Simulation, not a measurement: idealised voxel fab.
Process module under the name voxel wiring stack
cross-section cut | 175 nm wide | cells 5 nm
Each cross-section below is a grid of square cells, stated as bands in top-down order, with one or more rows of cells making up each band.
Top, bottom (nm), then materials left to right with widths (nm); lone material tagged "full width" fills the whole band edge to edge; "empty" = empty space.
Heads up on the height convention: 0 is the point under which the incoming wafer is all one material, and the lowest band has no bottom, it just keeps going down, like "0 and below".
Think of "30->40" as a width that walks from the first number to the second as you go down the band, top row to bottom row, taking equal-sized steps from row to row.
"nothing different" means the step left every cell of the cross-section as it was.
Basically, "Entrapped void list" tells you about the enclosed voids: empty spaces with no open way to the top, 8 cells or bigger, each written width x height at distance, where distance is from the left edge, all in nm.
Past the settings on a step's line: simulator remark, on that step.
A step line may carry the setting "overlay nm", which, for steps involving a mask, states the distance by which the mask lay to the right of its intended position; negative values denote displacement to the left.
## Process steps (planned)
1,op RECEIVE | material Si
2,op CONFORMAL_DEP | material SiO2 | thk nm 15
3,op DIRECTIONAL_DEP | material TiN | thk nm 5
4,op DIRECTIONAL_DEP | material Ru | thk nm 20
5,op PATTERN | tone cover | mask id METAL_1 | material resist | width nm 15 | pitch nm 50 | thk nm 20 | overlay nm 0
6,op DIRECTIONAL_ETCH | etch materials Ru | depth nm 20
7,op DIRECTIONAL_ETCH | etch materials TiN | depth nm 5
8,op STRIP | etch materials resist
9,op CONFORMAL_DEP | material SiN | thk nm 5
10,op FILL_DEP | material lowk | thk nm 10
11,op CMP | height nm 40
12,op CONFORMAL_DEP | material SiCN | thk nm 5
13,op DIRECTIONAL_DEP | material lowk | thk nm 30
14,op PATTERN | tone open | mask id METAL_2 | material resist | width nm 25 | pitch nm 50 | thk nm 15 | overlay nm 0
15,op DIRECTIONAL_ETCH | etch materials lowk | depth nm 15
16,op STRIP | etch materials resist
17,op DIRECTIONAL_DEP | material aC | thk nm 15
18,op PATTERN | tone open | mask id METAL_2_HOLES | material resist | width nm 15 | pitch nm 50 | thk nm 35 | overlay nm 0
19,op DIRECTIONAL_ETCH | etch materials aC | depth nm 15
20,op STRIP | etch materials resist
21,op DIRECTIONAL_ETCH | etch materials lowk | depth nm 15
22,op DIRECTIONAL_ETCH | etch materials SiCN | depth nm 5
23,op STRIP | etch materials aC
24,op CONFORMAL_DEP | material TiN | thk nm 5
25,op FILL_DEP | material Cu | thk nm 5
26,op CMP | height nm 75
27,op CONFORMAL_DEP | material SiCN | thk nm 5
Don't read the plan's width nm for step 5 as applying to every wafer: that's the first wafer's value, and the wafers differ in it, though they all start identical.
## Here's the first of the wafers in cross-section, just as we got it, i.e. after step 1
    0 and below = Si full width
    Entrapped void list: none
## Cross-section, first of several wafers, end of module, after last step 27
    80 down to 75 = SiCN full width
    75 down to 65 = lowk: 25 / TiN: 5 / Cu: 15 / TiN: 5 / lowk: 25 / TiN: 5 / Cu: 15 / TiN: 5 / lowk: 25 / TiN: 5 / Cu: 15 / TiN: 5 / lowk: 25
    65 down to 60 = lowk: 25 / TiN: 5 / Cu: 5 / TiN: 15 / lowk: 25 / TiN: 5 / Cu: 5 / TiN: 15 / lowk: 25 / TiN: 5 / Cu: 5 / TiN: 15 / lowk: 25
    60 down to 45 = lowk: 25 / TiN: 5 / Cu: 5 / TiN: 5 / lowk: 35 / TiN: 5 / Cu: 5 / TiN: 5 / lowk: 35 / TiN: 5 / Cu: 5 / TiN: 5 / lowk: 35
    45 down to 40 = SiCN: 25 / TiN: 15 / SiCN: 35 / TiN: 15 / SiCN: 35 / TiN: 15 / SiCN: 35
    40 down to 20 = lowk: 25 / SiN: 5 / Ru: 15 / SiN: 5 / lowk: 25 / SiN: 5 / Ru: 15 / SiN: 5 / lowk: 25 / SiN: 5 / Ru: 15 / SiN: 5 / lowk: 25
    20 down to 15 = SiN: 30 / TiN: 15 / SiN: 35 / TiN: 15 / SiN: 35 / TiN: 15 / SiN: 30
    15 down to 0 = SiO2 full width
    0 and below = Si full width
    Entrapped void list: none
## Of the several wafers, the last: cross-section at the end of the module
    80 down to 75 = SiCN full width
    75 down to 65 = lowk: 25 / TiN: 5 / Cu: 15 / TiN: 5 / lowk: 25 / TiN: 5 / Cu: 15 / TiN: 5 / lowk: 25 / TiN: 5 / Cu: 15 / TiN: 5 / lowk: 25
    65 down to 60 = lowk: 25 / TiN: 5 / Cu: 5 / TiN: 15 / lowk: 25 / TiN: 5 / Cu: 5 / TiN: 15 / lowk: 25 / TiN: 5 / Cu: 5 / TiN: 15 / lowk: 25
    60 down to 45 = lowk: 25 / TiN: 5 / Cu: 5 / TiN: 5 / lowk: 35 / TiN: 5 / Cu: 5 / TiN: 5 / lowk: 35 / TiN: 5 / Cu: 5 / TiN: 5 / lowk: 35
    45 down to 40 = SiCN: 25 / TiN: 15 / SiCN: 35 / TiN: 15 / SiCN: 35 / TiN: 15 / SiCN: 35
    40 down to 20 = lowk: 15 / SiN: 5 / Ru: 35 / SiN: 5 / lowk: 5 / SiN: 5 / Ru: 35 / SiN: 5 / lowk: 5 / SiN: 5 / Ru: 35 / SiN: 5 / lowk: 15
    20 down to 15 = SiN: 20 / TiN: 35 / SiN: 15 / TiN: 35 / SiN: 15 / TiN: 35 / SiN: 20
    15 down to 0 = SiO2 full width
    0 and below = Si full width
    Entrapped void list: none
## End of module, by wafer: material-by-material cell gain (+) or loss (-) since receipt, then closed voids
width nm 15, +30 Cu, +36 Ru, +61 SiCN, +50 SiN, +105 SiO2, +60 TiN, +218 lowk, Entrapped void list: none
width nm 20, +30 Cu, +48 Ru, +61 SiCN, +47 SiN, +105 SiO2, +63 TiN, +206 lowk, Entrapped void list: none
width nm 25, +30 Cu, +60 Ru, +61 SiCN, +44 SiN, +105 SiO2, +66 TiN, +194 lowk, Entrapped void list: none
width nm 30, +30 Cu, +72 Ru, +61 SiCN, +41 SiN, +105 SiO2, +69 TiN, +182 lowk, Entrapped void list: none
width nm 35, +30 Cu, +84 Ru, +61 SiCN, +38 SiN, +105 SiO2, +72 TiN, +170 lowk, Entrapped void list: none
